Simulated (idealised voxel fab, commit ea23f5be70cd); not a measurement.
Process module name: voxel capacitor over wiring
This is section cut - it's 300 nm across, gridded in 5 nm square cells.
When this document writes out a cross-section, it uses a grid of square cells and lists it as bands, beginning at the top and moving down, with a band standing for one or more rows of cells.
Top height, bottom height, nm. Materials left to right, width each, nm. Single material + "all across" = fills band edge to edge. "blank" = empty.
The level at which height equals 0 is the one under which the wafer, as it arrives, is entirely one material. No lower edge exists for the bottom band, which continues downward and is notated as in "0 and below".
Note: "30..40" means the width goes from the first number (top row of the band) to the second number (bottom row) in equal steps per row of cells.
Basically "no modifications" means that step didn't change any cell in the cross-section.
"Fully closed voids" lists enclosed empty spaces (at least 8 cells, no open path upward to the top), each as width x height at distance from the left edge, in nm.
Step line, after settings: the simulator's comment on this step.
"overlay nm" answers the question of how far to the right of plan the mask lay on a step that has a mask, and when it is negative the answer is to the left.

## Process steps foreseen in the plan
1,RECEIVE: material Si
2,CONFORMAL_DEP: material SiO2, thk nm 15
3,CONFORMAL_DEP: material SiN, thk nm 5
4,DIRECTIONAL_DEP: material lowk, thk nm 20
5,DIRECTIONAL_DEP: material aC, thk nm 15
6,PATTERN: tone open, mask id METAL_1, material resist, width nm 20, pitch nm 85, thk nm 30, overlay nm 0
7,DIRECTIONAL_ETCH: etch materials aC, depth nm 15
8,STRIP: etch materials resist
9,DIRECTIONAL_ETCH: etch materials lowk, depth nm 20
10,DIRECTIONAL_ETCH: etch materials SiN, depth nm 5
11,STRIP: etch materials aC
12,CONFORMAL_DEP: material TiN, thk nm 5
13,FILL_DEP: material Cu, thk nm 10
14,CMP: height nm 40
15,CONFORMAL_DEP: material SiCN, thk nm 5
16,DIRECTIONAL_DEP: material lowk, thk nm 20
17,PATTERN: tone open, mask id PLUG_1, material resist, width nm 15, thk nm 20, overlay nm 0
18,DIRECTIONAL_ETCH: etch materials lowk, depth nm 20
19,DIRECTIONAL_ETCH: etch materials SiCN, depth nm 5
20,STRIP: etch materials resist
21,EPI: material Ru, thk nm 10
22,EPI: material Ru, thk nm 10
23,EPI: material Ru, thk nm 5
24,DIRECTIONAL_DEP: material TiN, thk nm 5
25,DIRECTIONAL_DEP: material SiN, thk nm 5
26,DIRECTIONAL_DEP: material TiN, thk nm 10
27,PATTERN: tone cover, mask id UPPER_PLATE, material resist, width nm 70, thk nm 15, overlay nm 0
28,DIRECTIONAL_ETCH: etch materials TiN, depth nm 10
29,DIRECTIONAL_ETCH: etch materials SiN, depth nm 5
30,STRIP: etch materials resist
31,MASKED_ETCH: tone cover, mask id LOWER_PLATE, width nm 80, etch materials TiN, depth nm 5, overlay nm 0
32,FILL_DEP: material SiO2, thk nm 20
33,CMP: height nm 100
34,MASKED_ETCH: tone open, mask id PLUG_2, width nm 15, etch materials SiO2, depth nm 15, overlay nm 0
35,CONFORMAL_DEP: material TiN, thk nm 5
36,FILL_DEP: material Cu, thk nm 10
37,CMP: height nm 100
38,CONFORMAL_DEP: material SiCN, thk nm 5

## What follows covers the first of two wafers; it ran as planned

## The cross-section here shows the wafer as received, i.e. in its state after step 1
- 0 and below  Si all across
- Fully closed voids: none

## Cross-section through the wafer, step 2 finished
- 15 down to 0  SiO2 all across
- At heights below 0, the structure remains unaltered.

## Cross-section through the wafer, step 3 finished
- 20 down to 15  SiN all across
- At heights below 15, the structure remains unaltered.

## Cross-section through the wafer, step 4 finished
- 40 down to 20  lowk all across
- At heights below 20, the structure remains unaltered.

## Cross-section through the wafer, step 5 finished
- 55 down to 40  aC all across
- At heights below 40, the structure remains unaltered.

## Cross-section through the wafer, step 6 finished
- 85 down to 55  resist: 95, blank: 20, resist: 65, blank: 20, resist: 100
- At heights below 55, the structure remains unaltered.

## Cross-section through the wafer, step 7 finished
- 70 down to 55  resist: 95, blank: 20, resist: 65, blank: 20, resist: 100
- 55 down to 40  aC: 95, blank: 20, aC: 65, blank: 20, aC: 100
- At heights below 40, the structure remains unaltered.

## Cross-section through the wafer, step 8 finished
- 55 down to 40  aC: 95, blank: 20, aC: 65, blank: 20, aC: 100
- At heights below 40, the structure remains unaltered.

## Cross-section through the wafer, step 9 finished
- 55 down to 40  aC: 95, blank: 20, aC: 65, blank: 20, aC: 100
- 40 down to 20  lowk: 95, blank: 20, lowk: 65, blank: 20, lowk: 100
- At heights below 20, the structure remains unaltered.

## Cross-section through the wafer, step 10 finished
- 55 down to 40  aC: 95, blank: 20, aC: 65, blank: 20, aC: 100
- 40 down to 20  lowk: 95, blank: 20, lowk: 65, blank: 20, lowk: 100
- 20 down to 15  SiN: 95, blank: 20, SiN: 65, blank: 20, SiN: 100
- At heights below 15, the structure remains unaltered.

## Cross-section through the wafer, step 11 finished
- 40 down to 20  lowk: 95, blank: 20, lowk: 65, blank: 20, lowk: 100
- At heights below 20, the structure remains unaltered.

## Cross-section through the wafer, step 12 finished
- 45 down to 40  TiN: 100, blank: 10, TiN: 75, blank: 10, TiN: 105
- 40 down to 20  lowk: 95, TiN: 5, blank: 10, TiN: 5, lowk: 65, TiN: 5, blank: 10, TiN: 5, lowk: 100
- 20 down to 15  SiN: 95, TiN: 20, SiN: 65, TiN: 20, SiN: 100
- At heights below 15, the structure remains unaltered.

## Cross-section through the wafer, step 13 finished
- 55 down to 45  Cu all across
- 45 down to 40  TiN: 100, Cu: 10, TiN: 75, Cu: 10, TiN: 105
- 40 down to 20  lowk: 95, TiN: 5, Cu: 10, TiN: 5, lowk: 65, TiN: 5, Cu: 10, TiN: 5, lowk: 100
- At heights below 20, the structure remains unaltered.

## Cross-section through the wafer, step 14 finished
- 40 down to 20  lowk: 95, TiN: 5, Cu: 10, TiN: 5, lowk: 65, TiN: 5, Cu: 10, TiN: 5, lowk: 100
- At heights below 20, the structure remains unaltered.

## Cross-section through the wafer, step 15 finished
- 45 down to 40  SiCN all across
- At heights below 40, the structure remains unaltered.

## Cross-section through the wafer, step 16 finished
- 65 down to 45  lowk all across
- At heights below 45, the structure remains unaltered.

## Cross-section through the wafer, step 17 finished
- 85 down to 65  resist: 100, blank: 15, resist: 185
- At heights below 65, the structure remains unaltered.

## Cross-section through the wafer, step 18 finished
- 85 down to 65  resist: 100, blank: 15, resist: 185
- 65 down to 45  lowk: 100, blank: 15, lowk: 185
- At heights below 45, the structure remains unaltered.

## Cross-section through the wafer, step 19 finished
- 85 down to 65  resist: 100, blank: 15, resist: 185
- 65 down to 45  lowk: 100, blank: 15, lowk: 185
- 45 down to 40  SiCN: 100, blank: 15, SiCN: 185
- At heights below 40, the structure remains unaltered.

## Cross-section through the wafer, step 20 finished
- 65 down to 45  lowk: 100, blank: 15, lowk: 185
- At heights below 45, the structure remains unaltered.

## Cross-section through the wafer, step 21 finished
- 65 down to 50  lowk: 100, blank: 15, lowk: 185
- 50 down to 45  lowk: 100, Ru: 15, lowk: 185
- 45 down to 40  SiCN: 100, Ru: 15, SiCN: 185
- At heights below 40, the structure remains unaltered.

## Cross-section through the wafer, step 22 finished
- 65 down to 60  lowk: 100, blank: 15, lowk: 185
- 60 down to 45  lowk: 100, Ru: 15, lowk: 185
- At heights below 45, the structure remains unaltered.

## Cross-section through the wafer, step 23 finished
- 65 down to 45  lowk: 100, Ru: 15, lowk: 185
- At heights below 45, the structure remains unaltered.

## Cross-section through the wafer, step 24 finished
- 70 down to 65  TiN all across
- At heights below 65, the structure remains unaltered.

## Cross-section through the wafer, step 25 finished
- 75 down to 70  SiN all across
- At heights below 70, the structure remains unaltered.

## Cross-section through the wafer, step 26 finished
- 85 down to 75  TiN all across
- At heights below 75, the structure remains unaltered.

## Cross-section through the wafer, step 27 finished
- 100 down to 85  blank: 100, resist: 70, blank: 130
- At heights below 85, the structure remains unaltered.

## Cross-section through the wafer, step 28 finished
- 100 down to 85  blank: 100, resist: 70, blank: 130
- 85 down to 75  blank: 100, TiN: 70, blank: 130
- At heights below 75, the structure remains unaltered.

## Cross-section through the wafer, step 29 finished
- 100 down to 85  blank: 100, resist: 70, blank: 130
- 85 down to 75  blank: 100, TiN: 70, blank: 130
- 75 down to 70  blank: 100, SiN: 70, blank: 130
- At heights below 70, the structure remains unaltered.

## Cross-section through the wafer, step 30 finished
- 85 down to 75  blank: 100, TiN: 70, blank: 130
- At heights below 75, the structure remains unaltered.

## Cross-section through the wafer, step 31 finished
- 85 down to 75  blank: 100, TiN: 70, blank: 130
- 75 down to 70  blank: 100, SiN: 70, blank: 130
- 70 down to 65  blank: 95, TiN: 80, blank: 125
- At heights below 65, the structure remains unaltered.

## Cross-section through the wafer, step 32 finished
- 105 down to 85  SiO2 all across
- 85 down to 75  SiO2: 100, TiN: 70, SiO2: 130
- 75 down to 70  SiO2: 100, SiN: 70, SiO2: 130
- 70 down to 65  SiO2: 95, TiN: 80, SiO2: 125
- At heights below 65, the structure remains unaltered.

## Cross-section through the wafer, step 33 finished
- 100 down to 85  SiO2 all across
- At heights below 85, the structure remains unaltered.

## Cross-section through the wafer, step 34 finished
- 100 down to 85  SiO2: 110, blank: 15, SiO2: 175
- At heights below 85, the structure remains unaltered.

## Cross-section through the wafer, step 35 finished
- 105 down to 100  TiN: 115, blank: 5, TiN: 180
- 100 down to 90  SiO2: 110, TiN: 5, blank: 5, TiN: 5, SiO2: 175
- 90 down to 85  SiO2: 110, TiN: 15, SiO2: 175
- At heights below 85, the structure remains unaltered.

## Cross-section through the wafer, step 36 finished
- 115 down to 105  Cu all across
- 105 down to 100  TiN: 115, Cu: 5, TiN: 180
- 100 down to 90  SiO2: 110, TiN: 5, Cu: 5, TiN: 5, SiO2: 175
- At heights below 90, the structure remains unaltered.

## Cross-section through the wafer, step 37 finished
- 100 down to 90  SiO2: 110, TiN: 5, Cu: 5, TiN: 5, SiO2: 175
- At heights below 90, the structure remains unaltered.

## Cross-section through the wafer, step 38 finished
- 105 down to 100  SiCN all across
- At heights below 100, the structure remains unaltered.

## Now the other wafer: same start, same recipe, but we messed up one thing when running it. Up to and including step 26 it's the same as the first one

## Second wafer profile in section, at the moment step 27 of the plan was meant to be complete
- 100 down to 85  blank: 105, resist: 60, blank: 135
- At heights below 85, the structure remains unaltered.

## Second wafer profile in section, at the moment step 28 of the plan was meant to be complete
- 100 down to 85  blank: 105, resist: 60, blank: 135
- 85 down to 75  blank: 105, TiN: 60, blank: 135
- At heights below 75, the structure remains unaltered.

## Second wafer profile in section, at the moment step 29 of the plan was meant to be complete
- 100 down to 85  blank: 105, resist: 60, blank: 135
- 85 down to 75  blank: 105, TiN: 60, blank: 135
- 75 down to 70  blank: 105, SiN: 60, blank: 135
- At heights below 70, the structure remains unaltered.

## Second wafer profile in section, at the moment step 30 of the plan was meant to be complete
- 85 down to 75  blank: 105, TiN: 60, blank: 135
- At heights below 75, the structure remains unaltered.

## Second wafer profile in section, at the moment step 31 of the plan was meant to be complete
- 85 down to 75  blank: 105, TiN: 60, blank: 135
- 75 down to 70  blank: 105, SiN: 60, blank: 135
- 70 down to 65  blank: 95, TiN: 80, blank: 125
- At heights below 65, the structure remains unaltered.

## Second wafer profile in section, at the moment step 32 of the plan was meant to be complete
- 105 down to 85  SiO2 all across
- 85 down to 75  SiO2: 105, TiN: 60, SiO2: 135
- 75 down to 70  SiO2: 105, SiN: 60, SiO2: 135
- 70 down to 65  SiO2: 95, TiN: 80, SiO2: 125
- At heights below 65, the structure remains unaltered.

## Second wafer profile in section, at the moment step 33 of the plan was meant to be complete
- 100 down to 85  SiO2 all across
- At heights below 85, the structure remains unaltered.

## Second wafer profile in section, at the moment step 34 of the plan was meant to be complete
- 100 down to 85  SiO2: 110, blank: 15, SiO2: 175
- At heights below 85, the structure remains unaltered.

## Second wafer profile in section, at the moment step 35 of the plan was meant to be complete
- 105 down to 100  TiN: 115, blank: 5, TiN: 180
- 100 down to 90  SiO2: 110, TiN: 5, blank: 5, TiN: 5, SiO2: 175
- 90 down to 85  SiO2: 110, TiN: 15, SiO2: 175
- At heights below 85, the structure remains unaltered.

## Second wafer profile in section, at the moment step 36 of the plan was meant to be complete
- 115 down to 105  Cu all across
- 105 down to 100  TiN: 115, Cu: 5, TiN: 180
- 100 down to 90  SiO2: 110, TiN: 5, Cu: 5, TiN: 5, SiO2: 175
- At heights below 90, the structure remains unaltered.

## Second wafer profile in section, at the moment step 37 of the plan was meant to be complete
- 100 down to 90  SiO2: 110, TiN: 5, Cu: 5, TiN: 5, SiO2: 175
- At heights below 90, the structure remains unaltered.

## Second wafer profile in section, at the moment step 38 of the plan was meant to be complete
- 105 down to 100  SiCN all across
- At heights below 100, the structure remains unaltered.
Plan not followed: step 27 did not happen as planned, as run it was PATTERN: tone cover, mask id UPPER_PLATE, material resist, width nm 60, thk nm 15, overlay nm 0
Looking at both finished wafers in cells, the second ends up ahead of or behind the first on some materials: -2 SiN, +6 SiO2, -4 TiN
